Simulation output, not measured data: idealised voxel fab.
Process module, titled voxel wiring stack
Section cut is 300 nm wide and gridded with 5 nm square cells.
A cross-section is written here as square cells arranged in a grid, and it is given in bands from the top down, each band taking up one or more rows of cells. Each band's line starts with the height of the band's top and of its bottom, in nm. Then come its materials from left to right, each with its width in nm. One material with "edge to edge" fills the band from edge to edge. "air" is empty space. It should be noted that heights are counted from 0, beneath which the wafer as supplied is of one material throughout, and that the lowest band possesses no lower boundary but continues downward, as written in "z 0 and below". A two-number width, for instance "30..40", indicates that the width is equal to the first number in the top row of the band and to the second number in the bottom row, and that it changes by a constant amount per row of cells. For the purposes of this document, the phrase "changes: none" attached to a step denotes that no cell within the cross-section was modified by that step. Closed empty spaces (no open way to the top) of 8 cells or more are what "Closed void entries" lists, each as width x height at distance from the left edge, nm for all three. Past the settings on a step's line: simulator remark, on that step. overlay nm: how far to the right of its planned place the mask lay on this masked step (negative: to the left).

## Intended process steps
step 1: op RECEIVE | material Si
step 2: op CONFORMAL_DEP | material SiO2 | thk nm 10
step 3: op DIRECTIONAL_DEP | material TiN | thk nm 5
step 4: op DIRECTIONAL_DEP | material W | thk nm 20
step 5: op PATTERN | tone cover | mask id METAL_1 | material resist | width nm 30 | pitch nm 60 | thk nm 20 | overlay nm 0
step 6: op DIRECTIONAL_ETCH | etch materials W | depth nm 20
step 7: op DIRECTIONAL_ETCH | etch materials TiN | depth nm 5
step 8: op STRIP | etch materials resist
step 9: op CONFORMAL_DEP | material SiN | thk nm 5
step 10: op FILL_DEP | material SiO2 | thk nm 5
step 11: op CMP | height nm 35
step 12: op CONFORMAL_DEP | material SiCN | thk nm 5
step 13: op DIRECTIONAL_DEP | material SiO2 | thk nm 30
step 14: op MASKED_ETCH | tone open | mask id METAL_2_HOLES | width nm 15 | pitch nm 60 | etch materials SiO2 | depth nm 30 | overlay nm 0
step 15: op PATTERN | tone open | mask id METAL_2 | material resist | width nm 30 | pitch nm 60 | thk nm 15 | overlay nm 0
step 16: op DIRECTIONAL_ETCH | etch materials SiO2 | depth nm 15
step 17: op DIRECTIONAL_ETCH | etch materials SiCN | depth nm 5
step 18: op STRIP | etch materials resist
step 19: op CONFORMAL_DEP | material TiN | thk nm 5
step 20: op FILL_DEP | material Cu | thk nm 10
step 21: op CMP | height nm 70
step 22: op CONFORMAL_DEP | material SiCN | thk nm 5

## first wafer, as planned

## Step 1 complete: cross-section of the wafer as received
* z 0 and below | Si edge to edge
* Closed void entries: none

## State of the wafer after step 2, shown in cross-section
* z 10 to 0 | SiO2 edge to edge
* Anything lower than 0 is untouched.

## State of the wafer after step 3, shown in cross-section
* z 15 to 10 | TiN edge to edge
* Anything lower than 10 is untouched.

## State of the wafer after step 4, shown in cross-section
* z 35 to 15 | W edge to edge
* Anything lower than 15 is untouched.

## State of the wafer after step 5, shown in cross-section
* z 55 to 35 | air 75 nm | resist 30 nm | air 30 nm | resist 30 nm | air 30 nm | resist 30 nm | air 75 nm
* Anything lower than 35 is untouched.

## State of the wafer after step 6, shown in cross-section
* z 55 to 35 | air 75 nm | resist 30 nm | air 30 nm | resist 30 nm | air 30 nm | resist 30 nm | air 75 nm
* z 35 to 15 | air 75 nm | W 30 nm | air 30 nm | W 30 nm | air 30 nm | W 30 nm | air 75 nm
* Anything lower than 15 is untouched.

## State of the wafer after step 7, shown in cross-section
* z 55 to 35 | air 75 nm | resist 30 nm | air 30 nm | resist 30 nm | air 30 nm | resist 30 nm | air 75 nm
* z 35 to 15 | air 75 nm | W 30 nm | air 30 nm | W 30 nm | air 30 nm | W 30 nm | air 75 nm
* z 15 to 10 | air 75 nm | TiN 30 nm | air 30 nm | TiN 30 nm | air 30 nm | TiN 30 nm | air 75 nm
* Anything lower than 10 is untouched.

## State of the wafer after step 8, shown in cross-section
* z 35 to 15 | air 75 nm | W 30 nm | air 30 nm | W 30 nm | air 30 nm | W 30 nm | air 75 nm
* Anything lower than 15 is untouched.

## State of the wafer after step 9, shown in cross-section
* z 40 to 35 | air 70 nm | SiN 40 nm | air 20 nm | SiN 40 nm | air 20 nm | SiN 40 nm | air 70 nm
* z 35 to 15 | air 70 nm | SiN 5 nm | W 30 nm | SiN 5 nm | air 20 nm | SiN 5 nm | W 30 nm | SiN 5 nm | air 20 nm | SiN 5 nm | W 30 nm | SiN 5 nm | air 70 nm
* z 15 to 10 | SiN 75 nm | TiN 30 nm | SiN 30 nm | TiN 30 nm | SiN 30 nm | TiN 30 nm | SiN 75 nm
* Anything lower than 10 is untouched.

## State of the wafer after step 10, shown in cross-section
* z 45 to 40 | SiO2 edge to edge
* z 40 to 35 | SiO2 70 nm | SiN 40 nm | SiO2 20 nm | SiN 40 nm | SiO2 20 nm | SiN 40 nm | SiO2 70 nm
* z 35 to 15 | SiO2 70 nm | SiN 5 nm | W 30 nm | SiN 5 nm | SiO2 20 nm | SiN 5 nm | W 30 nm | SiN 5 nm | SiO2 20 nm | SiN 5 nm | W 30 nm | SiN 5 nm | SiO2 70 nm
* Anything lower than 15 is untouched.

## State of the wafer after step 11, shown in cross-section
* z 35 to 15 | SiO2 70 nm | SiN 5 nm | W 30 nm | SiN 5 nm | SiO2 20 nm | SiN 5 nm | W 30 nm | SiN 5 nm | SiO2 20 nm | SiN 5 nm | W 30 nm | SiN 5 nm | SiO2 70 nm
* Anything lower than 15 is untouched.

## State of the wafer after step 12, shown in cross-section
* z 40 to 35 | SiCN edge to edge
* Anything lower than 35 is untouched.

## State of the wafer after step 13, shown in cross-section
* z 70 to 40 | SiO2 edge to edge
* Anything lower than 40 is untouched.

## State of the wafer after step 14, shown in cross-section
* z 70 to 40 | SiO2 75 nm | air 15 nm | SiO2 45 nm | air 15 nm | SiO2 45 nm | air 15 nm | SiO2 90 nm
* Anything lower than 40 is untouched.

## State of the wafer after step 15, shown in cross-section
* z 85 to 70 | resist 75 nm | air 30 nm | resist 30 nm | air 30 nm | resist 30 nm | air 30 nm | resist 75 nm
* Anything lower than 70 is untouched.

## State of the wafer after step 16, shown in cross-section
* z 85 to 70 | resist 75 nm | air 30 nm | resist 30 nm | air 30 nm | resist 30 nm | air 30 nm | resist 75 nm
* z 70 to 55 | SiO2 75 nm | air 30 nm | SiO2 30 nm | air 30 nm | SiO2 30 nm | air 30 nm | SiO2 75 nm
* Anything lower than 55 is untouched.

## State of the wafer after step 17, shown in cross-section
* z 85 to 70 | resist 75 nm | air 30 nm | resist 30 nm | air 30 nm | resist 30 nm | air 30 nm | resist 75 nm
* z 70 to 55 | SiO2 75 nm | air 30 nm | SiO2 30 nm | air 30 nm | SiO2 30 nm | air 30 nm | SiO2 75 nm
* z 55 to 40 | SiO2 75 nm | air 15 nm | SiO2 45 nm | air 15 nm | SiO2 45 nm | air 15 nm | SiO2 90 nm
* z 40 to 35 | SiCN 75 nm | air 15 nm | SiCN 45 nm | air 15 nm | SiCN 45 nm | air 15 nm | SiCN 90 nm
* Anything lower than 35 is untouched.

## State of the wafer after step 18, shown in cross-section
* z 70 to 55 | SiO2 75 nm | air 30 nm | SiO2 30 nm | air 30 nm | SiO2 30 nm | air 30 nm | SiO2 75 nm
* Anything lower than 55 is untouched.

## State of the wafer after step 19, shown in cross-section
* z 75 to 70 | TiN 80 nm | air 20 nm | TiN 40 nm | air 20 nm | TiN 40 nm | air 20 nm | TiN 80 nm
* z 70 to 60 | SiO2 75 nm | TiN 5 nm | air 20 nm | TiN 5 nm | SiO2 30 nm | TiN 5 nm | air 20 nm | TiN 5 nm | SiO2 30 nm | TiN 5 nm | air 20 nm | TiN 5 nm | SiO2 75 nm
* z 60 to 55 | SiO2 75 nm | TiN 5 nm | air 5 nm | TiN 20 nm | SiO2 30 nm | TiN 5 nm | air 5 nm | TiN 20 nm | SiO2 30 nm | TiN 5 nm | air 5 nm | TiN 20 nm | SiO2 75 nm
* z 55 to 40 | SiO2 75 nm | TiN 5 nm | air 5 nm | TiN 5 nm | SiO2 45 nm | TiN 5 nm | air 5 nm | TiN 5 nm | SiO2 45 nm | TiN 5 nm | air 5 nm | TiN 5 nm | SiO2 90 nm
* z 40 to 35 | SiCN 75 nm | TiN 15 nm | SiCN 45 nm | TiN 15 nm | SiCN 45 nm | TiN 15 nm | SiCN 90 nm
* Anything lower than 35 is untouched.

## State of the wafer after step 20, shown in cross-section
* z 85 to 75 | Cu edge to edge
* z 75 to 70 | TiN 80 nm | Cu 20 nm | TiN 40 nm | Cu 20 nm | TiN 40 nm | Cu 20 nm | TiN 80 nm
* z 70 to 60 | SiO2 75 nm | TiN 5 nm | Cu 20 nm | TiN 5 nm | SiO2 30 nm | TiN 5 nm | Cu 20 nm | TiN 5 nm | SiO2 30 nm | TiN 5 nm | Cu 20 nm | TiN 5 nm | SiO2 75 nm
* z 60 to 55 | SiO2 75 nm | TiN 5 nm | Cu 5 nm | TiN 20 nm | SiO2 30 nm | TiN 5 nm | Cu 5 nm | TiN 20 nm | SiO2 30 nm | TiN 5 nm | Cu 5 nm | TiN 20 nm | SiO2 75 nm
* z 55 to 40 | SiO2 75 nm | TiN 5 nm | Cu 5 nm | TiN 5 nm | SiO2 45 nm | TiN 5 nm | Cu 5 nm | TiN 5 nm | SiO2 45 nm | TiN 5 nm | Cu 5 nm | TiN 5 nm | SiO2 90 nm
* Anything lower than 40 is untouched.

## State of the wafer after step 21, shown in cross-section
* z 70 to 60 | SiO2 75 nm | TiN 5 nm | Cu 20 nm | TiN 5 nm | SiO2 30 nm | TiN 5 nm | Cu 20 nm | TiN 5 nm | SiO2 30 nm | TiN 5 nm | Cu 20 nm | TiN 5 nm | SiO2 75 nm
* Anything lower than 60 is untouched.

## State of the wafer after step 22, shown in cross-section
* z 75 to 70 | SiCN edge to edge
* Anything lower than 70 is untouched.

## Second of two: same start, same plan, one run error; steps up to and including 4 match the first

## Here is the second wafer in cross-section at the point where step 5 of the plan should have been done
* z 55 to 35 | air 70 nm | resist 40 nm | air 20 nm | resist 40 nm | air 20 nm | resist 40 nm | air 70 nm
* Anything lower than 35 is untouched.

## Here is the second wafer in cross-section at the point where step 6 of the plan should have been done
* z 55 to 35 | air 70 nm | resist 40 nm | air 20 nm | resist 40 nm | air 20 nm | resist 40 nm | air 70 nm
* z 35 to 15 | air 70 nm | W 40 nm | air 20 nm | W 40 nm | air 20 nm | W 40 nm | air 70 nm
* Anything lower than 15 is untouched.

## Here is the second wafer in cross-section at the point where step 7 of the plan should have been done
* z 55 to 35 | air 70 nm | resist 40 nm | air 20 nm | resist 40 nm | air 20 nm | resist 40 nm | air 70 nm
* z 35 to 15 | air 70 nm | W 40 nm | air 20 nm | W 40 nm | air 20 nm | W 40 nm | air 70 nm
* z 15 to 10 | air 70 nm | TiN 40 nm | air 20 nm | TiN 40 nm | air 20 nm | TiN 40 nm | air 70 nm
* Anything lower than 10 is untouched.

## Here is the second wafer in cross-section at the point where step 8 of the plan should have been done
* z 35 to 15 | air 70 nm | W 40 nm | air 20 nm | W 40 nm | air 20 nm | W 40 nm | air 70 nm
* Anything lower than 15 is untouched.

## Here is the second wafer in cross-section at the point where step 9 of the plan should have been done
* z 40 to 35 | air 65 nm | SiN 50 nm | air 10 nm | SiN 50 nm | air 10 nm | SiN 50 nm | air 65 nm
* z 35 to 15 | air 65 nm | SiN 5 nm | W 40 nm | SiN 5 nm | air 10 nm | SiN 5 nm | W 40 nm | SiN 5 nm | air 10 nm | SiN 5 nm | W 40 nm | SiN 5 nm | air 65 nm
* z 15 to 10 | SiN 70 nm | TiN 40 nm | SiN 20 nm | TiN 40 nm | SiN 20 nm | TiN 40 nm | SiN 70 nm
* Anything lower than 10 is untouched.

## Here is the second wafer in cross-section at the point where step 10 of the plan should have been done
* z 45 to 40 | SiO2 edge to edge
* z 40 to 35 | SiO2 65 nm | SiN 50 nm | SiO2 10 nm | SiN 50 nm | SiO2 10 nm | SiN 50 nm | SiO2 65 nm
* z 35 to 15 | SiO2 65 nm | SiN 5 nm | W 40 nm | SiN 5 nm | SiO2 10 nm | SiN 5 nm | W 40 nm | SiN 5 nm | SiO2 10 nm | SiN 5 nm | W 40 nm | SiN 5 nm | SiO2 65 nm
* Anything lower than 15 is untouched.

## Here is the second wafer in cross-section at the point where step 11 of the plan should have been done
* z 35 to 15 | SiO2 65 nm | SiN 5 nm | W 40 nm | SiN 5 nm | SiO2 10 nm | SiN 5 nm | W 40 nm | SiN 5 nm | SiO2 10 nm | SiN 5 nm | W 40 nm | SiN 5 nm | SiO2 65 nm
* Anything lower than 15 is untouched.

## Here is the second wafer in cross-section at the point where step 12 of the plan should have been done
* z 40 to 35 | SiCN edge to edge
* Anything lower than 35 is untouched.

## Here is the second wafer in cross-section at the point where step 13 of the plan should have been done
* z 70 to 40 | SiO2 edge to edge
* Anything lower than 40 is untouched.

## Here is the second wafer in cross-section at the point where step 14 of the plan should have been done
* z 70 to 40 | SiO2 75 nm | air 15 nm | SiO2 45 nm | air 15 nm | SiO2 45 nm | air 15 nm | SiO2 90 nm
* Anything lower than 40 is untouched.

## Here is the second wafer in cross-section at the point where step 15 of the plan should have been done
* z 85 to 70 | resist 75 nm | air 30 nm | resist 30 nm | air 30 nm | resist 30 nm | air 30 nm | resist 75 nm
* Anything lower than 70 is untouched.

## Here is the second wafer in cross-section at the point where step 16 of the plan should have been done
* z 85 to 70 | resist 75 nm | air 30 nm | resist 30 nm | air 30 nm | resist 30 nm | air 30 nm | resist 75 nm
* z 70 to 55 | SiO2 75 nm | air 30 nm | SiO2 30 nm | air 30 nm | SiO2 30 nm | air 30 nm | SiO2 75 nm
* Anything lower than 55 is untouched.

## Here is the second wafer in cross-section at the point where step 17 of the plan should have been done
* z 85 to 70 | resist 75 nm | air 30 nm | resist 30 nm | air 30 nm | resist 30 nm | air 30 nm | resist 75 nm
* z 70 to 55 | SiO2 75 nm | air 30 nm | SiO2 30 nm | air 30 nm | SiO2 30 nm | air 30 nm | SiO2 75 nm
* z 55 to 40 | SiO2 75 nm | air 15 nm | SiO2 45 nm | air 15 nm | SiO2 45 nm | air 15 nm | SiO2 90 nm
* z 40 to 35 | SiCN 75 nm | air 15 nm | SiCN 45 nm | air 15 nm | SiCN 45 nm | air 15 nm | SiCN 90 nm
* Anything lower than 35 is untouched.

## Here is the second wafer in cross-section at the point where step 18 of the plan should have been done
* z 70 to 55 | SiO2 75 nm | air 30 nm | SiO2 30 nm | air 30 nm | SiO2 30 nm | air 30 nm | SiO2 75 nm
* Anything lower than 55 is untouched.

## Here is the second wafer in cross-section at the point where step 19 of the plan should have been done
* z 75 to 70 | TiN 80 nm | air 20 nm | TiN 40 nm | air 20 nm | TiN 40 nm | air 20 nm | TiN 80 nm
* z 70 to 60 | SiO2 75 nm | TiN 5 nm | air 20 nm | TiN 5 nm | SiO2 30 nm | TiN 5 nm | air 20 nm | TiN 5 nm | SiO2 30 nm | TiN 5 nm | air 20 nm | TiN 5 nm | SiO2 75 nm
* z 60 to 55 | SiO2 75 nm | TiN 5 nm | air 5 nm | TiN 20 nm | SiO2 30 nm | TiN 5 nm | air 5 nm | TiN 20 nm | SiO2 30 nm | TiN 5 nm | air 5 nm | TiN 20 nm | SiO2 75 nm
* z 55 to 40 | SiO2 75 nm | TiN 5 nm | air 5 nm | TiN 5 nm | SiO2 45 nm | TiN 5 nm | air 5 nm | TiN 5 nm | SiO2 45 nm | TiN 5 nm | air 5 nm | TiN 5 nm | SiO2 90 nm
* z 40 to 35 | SiCN 75 nm | TiN 15 nm | SiCN 45 nm | TiN 15 nm | SiCN 45 nm | TiN 15 nm | SiCN 90 nm
* Anything lower than 35 is untouched.

## Here is the second wafer in cross-section at the point where step 20 of the plan should have been done
* z 85 to 75 | Cu edge to edge
* z 75 to 70 | TiN 80 nm | Cu 20 nm | TiN 40 nm | Cu 20 nm | TiN 40 nm | Cu 20 nm | TiN 80 nm
* z 70 to 60 | SiO2 75 nm | TiN 5 nm | Cu 20 nm | TiN 5 nm | SiO2 30 nm | TiN 5 nm | Cu 20 nm | TiN 5 nm | SiO2 30 nm | TiN 5 nm | Cu 20 nm | TiN 5 nm | SiO2 75 nm
* z 60 to 55 | SiO2 75 nm | TiN 5 nm | Cu 5 nm | TiN 20 nm | SiO2 30 nm | TiN 5 nm | Cu 5 nm | TiN 20 nm | SiO2 30 nm | TiN 5 nm | Cu 5 nm | TiN 20 nm | SiO2 75 nm
* z 55 to 40 | SiO2 75 nm | TiN 5 nm | Cu 5 nm | TiN 5 nm | SiO2 45 nm | TiN 5 nm | Cu 5 nm | TiN 5 nm | SiO2 45 nm | TiN 5 nm | Cu 5 nm | TiN 5 nm | SiO2 90 nm
* Anything lower than 40 is untouched.

## Here is the second wafer in cross-section at the point where step 21 of the plan should have been done
* z 70 to 60 | SiO2 75 nm | TiN 5 nm | Cu 20 nm | TiN 5 nm | SiO2 30 nm | TiN 5 nm | Cu 20 nm | TiN 5 nm | SiO2 30 nm | TiN 5 nm | Cu 20 nm | TiN 5 nm | SiO2 75 nm
* Anything lower than 60 is untouched.

## Here is the second wafer in cross-section at the point where step 22 of the plan should have been done
* z 75 to 70 | SiCN edge to edge
* Anything lower than 70 is untouched.
Run error: step 5, actual vs plan mismatch, actual run op PATTERN | tone cover | mask id METAL_1 | material resist | width nm 40 | pitch nm 60 | thk nm 20 | overlay nm 0
It is noted that, at the conclusion of processing, the second wafer exhibits a higher or lower cell count for certain materials relative to the first: SiN: 6 fewer; SiO2: 24 fewer; TiN: 6 more; W: 24 more
